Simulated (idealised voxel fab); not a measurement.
Presented below is a process module, voxel capacitor over wiring.
Section cut is 235 nm wide and gridded with 5 nm square cells.
Format of a cross-section: grid, square cells. Given as bands. Order: top down. Band: one or more rows of cells.
Heights first: top, then bottom, in nm. Then materials, left to right, each with a width in nm. "all across" on a single material: fills the band edge to edge. "air": empty space.
Counting heights begins at 0, where everything beneath is, in the wafer as received, one material. The lowest band has no bottom; it goes on downwards, as "0 down" shows.
A width given as "30 to 40" starts at the first number in the band's top row and ends at the second number in its bottom row, shifting by an equal amount at every step from row to row.
Take "stayed the same" at face value: in the step it is given for, the cross-section changed in none of its cells.
"Closed internal cavities" specifies each empty space that is not open to the top and that occupies no fewer than 8 cells, using the form width x height at distance, the distance measured from the left edge and all three quantities in nm.
Whatever follows a step's settings on its line is a remark the simulator itself makes about that step.
overlay nm: mask offset rightward from planned place, masked step; negative means leftward offset.
-- List of planned process steps
1 RECEIVE with material Si
2 CONFORMAL_DEP with material SiO2, thk nm 10
3 DIRECTIONAL_DEP with material TiN, thk nm 5
4 DIRECTIONAL_DEP with material Ru, thk nm 25
5 DIRECTIONAL_DEP with material aC, thk nm 10
6 PATTERN with tone cover, mask id METAL_1, material resist, width nm 30, pitch nm 80, thk nm 25, overlay nm 0
7 DIRECTIONAL_ETCH with etch materials aC, depth nm 10
8 STRIP with etch materials resist
9 DIRECTIONAL_ETCH with etch materials Ru, depth nm 25
10 DIRECTIONAL_ETCH with etch materials TiN, depth nm 5
11 STRIP with etch materials aC
12 CONFORMAL_DEP with material SiCN, thk nm 5
13 FILL_DEP with material lowk, thk nm 10
14 CMP with height nm 40
15 CONFORMAL_DEP with material SiCN, thk nm 5
16 DIRECTIONAL_DEP with material lowk, thk nm 10
17 MASKED_ETCH with tone open, mask id PLUG_1, width nm 15, etch materials lowk, depth nm 10, overlay nm -15
18 MASKED_ETCH with tone open, mask id PLUG_1, width nm 15, etch materials SiCN, depth nm 5, overlay nm 0
19 CONFORMAL_DEP with material TiN, thk nm 5
20 FILL_DEP with material Cu, thk nm 10
21 CMP with height nm 55
22 DIRECTIONAL_DEP with material TiN, thk nm 10
23 DIRECTIONAL_DEP with material Al2O3, thk nm 5
24 DIRECTIONAL_DEP with material TiN, thk nm 5
25 PATTERN with tone cover, mask id UPPER_PLATE, material resist, width nm 55, thk nm 15, overlay nm 0
26 DIRECTIONAL_ETCH with etch materials TiN, depth nm 5
27 DIRECTIONAL_ETCH with etch materials Al2O3, depth nm 5
28 STRIP with etch materials resist
29 MASKED_ETCH with tone cover, mask id LOWER_PLATE, width nm 65, etch materials TiN, depth nm 10, overlay nm 0
30 FILL_DEP with material SiO2, thk nm 15
31 CMP with height nm 85
32 PATTERN with tone open, mask id PLUG_2, material resist, width nm 15, thk nm 20, overlay nm 0
33 DIRECTIONAL_ETCH with etch materials SiO2, depth nm 10
34 STRIP with etch materials resist
35 CONFORMAL_DEP with material TiN, thk nm 5
36 FILL_DEP with material Cu, thk nm 10
37 CMP with height nm 85
38 CONFORMAL_DEP with material SiN, thk nm 5
It is noted that the wafers described herein are identical at the outset and are distinguished by the overlay nm of step 17; the value stated in the plan corresponds to the first wafer.
-- First wafer of several, as received: cross-section after step 1
> 0 down  Si all across
> Closed internal cavities: none
-- Shown in cross-section: the first of several wafers at the end of the module, after its last step, step 38
> 90 to 85  SiN all across
> 85 to 80  SiO2 85 nm  TiN 5 nm  Cu 5 nm  TiN 5 nm  SiO2 135 nm
> 80 to 70  SiO2 85 to 75 nm  TiN 15 to 55 nm  SiO2 135 to 105 nm
> 70 to 65  SiO2 75 nm  Al2O3 55 nm  SiO2 105 nm
> 65 to 55  SiO2 70 nm  TiN 65 nm  SiO2 100 nm
> 55 to 50  lowk 60 nm  TiN 5 nm  Cu 5 nm  TiN 5 nm  lowk 160 nm
> 50 to 45  lowk 60 nm  TiN 15 nm  lowk 160 nm
> 45 to 40  SiCN all across
> 40 to 15  lowk 55 nm  SiCN 5 nm  Ru 30 nm  SiCN 5 nm  lowk 40 nm  SiCN 5 nm  Ru 30 nm  SiCN 5 nm  lowk 60 nm
> 15 to 10  SiCN 60 nm  TiN 30 nm  SiCN 50 nm  TiN 30 nm  SiCN 65 nm
> 10 to 0  SiO2 all across
> 0 down  Si all across
> Closed internal cavities: none
-- Here we cross-sectioned the last of the wafers once the module was done
> 90 to 85  SiN all across
> 85 to 80  SiO2 85 nm  TiN 5 nm  Cu 5 nm  TiN 5 nm  SiO2 135 nm
> 80 to 70  SiO2 85 to 75 nm  TiN 15 to 55 nm  SiO2 135 to 105 nm
> 70 to 65  SiO2 75 nm  Al2O3 55 nm  SiO2 105 nm
> 65 to 55  SiO2 70 nm  TiN 65 nm  SiO2 100 nm
> 55 to 50  lowk 90 nm  TiN 5 nm  Cu 5 nm  TiN 5 nm  lowk 130 nm
> 50 to 45  lowk 90 nm  TiN 15 nm  lowk 130 nm
> 45 to 40  SiCN all across
> 40 to 15  lowk 55 nm  SiCN 5 nm  Ru 30 nm  SiCN 5 nm  lowk 40 nm  SiCN 5 nm  Ru 30 nm  SiCN 5 nm  lowk 60 nm
> 15 to 10  SiCN 60 nm  TiN 30 nm  SiCN 50 nm  TiN 30 nm  SiCN 65 nm
> 10 to 0  SiO2 all across
> 0 down  Si all across
> Closed internal cavities: none
-- Wafer rows, end of module: cells per material gained (+) or lost (-) since receipt; closed voids last
overlay nm -15; +11 Al2O3; +2 Cu; +60 Ru; +102 SiCN; +47 SiN; +322 SiO2; +59 TiN; +243 lowk; Closed internal cavities: none
overlay nm -10; +11 Al2O3; +2 Cu; +60 Ru; +101 SiCN; +47 SiN; +322 SiO2; +60 TiN; +243 lowk; Closed internal cavities: none
overlay nm -5; +11 Al2O3; +2 Cu; +60 Ru; +100 SiCN; +47 SiN; +322 SiO2; +61 TiN; +243 lowk; Closed internal cavities: none
overlay nm 0; +11 Al2O3; +3 Cu; +60 Ru; +99 SiCN; +47 SiN; +322 SiO2; +61 TiN; +243 lowk; Closed internal cavities: none
overlay nm 5; +11 Al2O3; +2 Cu; +60 Ru; +100 SiCN; +47 SiN; +322 SiO2; +61 TiN; +243 lowk; Closed internal cavities: none
overlay nm 10; +11 Al2O3; +2 Cu; +60 Ru; +101 SiCN; +47 SiN; +322 SiO2; +60 TiN; +243 lowk; Closed internal cavities: none
overlay nm 15; +11 Al2O3; +2 Cu; +60 Ru; +102 SiCN; +47 SiN; +322 SiO2; +59 TiN; +243 lowk; Closed internal cavities: none
